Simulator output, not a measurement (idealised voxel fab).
Process module name: voxel fin reveal
Cross-sectional view cut (width: 235 nm; square cell size: 5 nm).
Each cross-section below is a grid of square cells, stated as bands in top-down order, with one or more rows of cells making up each band.
Basically the band line says how high the top is and how high the bottom is, in nm, and then what's in it from left to right, every material with its width in nm. Empty space shows up as "empty", and if a single material carries "edge to edge" it runs the full band edge to edge.
Heads up on the height convention: 0 is the point under which the incoming wafer is all one material, and the lowest band has no bottom, it just keeps going down, like "from 0 down".
Think of "30 to 40" as a width that walks from the first number to the second as you go down the band, top row to bottom row, taking equal-sized steps from row to row.
For the purposes of this document, the phrase "remains unaltered" attached to a step denotes that no cell within the cross-section was modified by that step.
Heads up: "Internal closed voids" only lists the empty pockets with no open path to the top that are 8 cells or more, and it writes them as width x height at distance, distance from the left edge, in nm.
What comes after the settings on a step's line is commentary from the simulator itself on that step.
overlay nm: right-of-plan distance of the mask on a masked step; negative values mean left-of-plan.

**The process steps that were planned are listed below**
1 RECEIVE | material Si
2 CONFORMAL_DEP | material SiN | thk nm 5
3 PATTERN | tone cover | mask id FINS | material resist | width nm 15 | pitch nm 40 | thk nm 20 | overlay nm 0
4 DIRECTIONAL_ETCH | etch materials SiN | depth nm 5
5 DIRECTIONAL_ETCH | etch materials Si | depth nm 40
6 STRIP | etch materials resist
7 FILL_DEP | material SiO2 | thk nm 10
8 CMP | height nm 5
9 SELECTIVE_ETCH | etch materials SiO2 | depth nm 30
10 STRIP | etch materials SiN
11 CONFORMAL_DEP | material SiO2 | thk nm 5

**Wafer as received: cross-section following step 1**
	from 0 down = Si edge to edge
	Internal closed voids: none

**Run as planned - first of the two wafers cross-sectioned at the end of the module**
	from 5 to 0 = empty 45; SiO2 25; empty 15; SiO2 25; empty 15; SiO2 25; empty 15; SiO2 25; empty 45
	from 0 to -20 = empty 45; SiO2 5; Si 15; SiO2 5; empty 15; SiO2 5; Si 15; SiO2 5; empty 15; SiO2 5; Si 15; SiO2 5; empty 15; SiO2 5; Si 15; SiO2 5; empty 45
	from -20 to -40 = SiO2 50; Si 15; SiO2 25; Si 15; SiO2 25; Si 15; SiO2 25; Si 15; SiO2 50
	from -40 down = Si edge to edge
	Internal closed voids: none

**Second wafer through the module, sectioned at the end: same beginning and same plan as the first wafer, with one mistake in carrying it out**
	from 0 to -25 = empty 50; Si 15; empty 25; Si 15; empty 25; Si 15; empty 25; Si 15; empty 50
	from -25 to -40 = SiO2 50; Si 15; SiO2 25; Si 15; SiO2 25; Si 15; SiO2 25; Si 15; SiO2 50
	from -40 down = Si edge to edge
	Internal closed voids: none
Diagnosis: plan step 11 never ran because it was skipped
The second wafer ends with more or fewer cells of some materials than the first, per final count: SiO2 -87
